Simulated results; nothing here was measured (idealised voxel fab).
process module | voxel released beams
cross-section cut | 160 nm wide | cells 5 nm
A cross-section is a grid of square cells, given in bands from the top down. A band is one or more rows of cells.
Each band's line starts with the height of the band's top and of its bottom, in nm. Then come its materials from left to right, each with its width in nm. One material with "throughout" fills the band from edge to edge. "air" is empty space.
Height 0 is the level under which the wafer as received is all one material. The lowest band goes on downwards, as in "0 down".
A width such as "30 to 40" changes by the same amount from each row of cells to the next, from the band's top row to its bottom row.
"no change" after a step means that no cell of the cross-section changed.
closed voids: empty space of 8 cells or more with no open way to the top, each as width x height at its distance from the left edge, in nm
after a step's settings: what the simulator itself notes on the step
overlay nm, on a step with a mask: how far to the right of its planned place the mask lay; to the left if negative
plan
1 op RECEIVE | material Si
2 op CONFORMAL_DEP | material Al2O3 | thk nm 10
3 op DIRECTIONAL_DEP | material SiO2 | thk nm 20
4 op DIRECTIONAL_DEP | material aC | thk nm 15
5 op PATTERN | tone open | mask id ANCHOR | material resist | width nm 25 | thk nm 30 | overlay nm 0
6 op DIRECTIONAL_ETCH | etch materials aC | depth nm 15
7 op STRIP | etch materials resist
8 op DIRECTIONAL_ETCH | etch materials SiO2 | depth nm 20
9 op STRIP | etch materials aC
10 op CONFORMAL_DEP | material W | thk nm 10
11 op PATTERN | tone cover | mask id BEAM | material resist | width nm 80 | thk nm 20 | overlay nm 0
12 op DIRECTIONAL_ETCH | etch materials W | depth nm 10
13 op STRIP | etch materials resist
14 op STRIP | etch materials SiO2
as received, after step 1
  0 down: Si throughout
  closed voids: none
a wafer at the end: this start, this plan, one mistake
  40 to 30: air 35 | W 80 | air 45
  30 to 20: Al2O3 throughout
  20 to 0: SiO2 throughout
  0 down: Si throughout
  closed voids: none
what went wrong: steps 2 and 3 were swapped
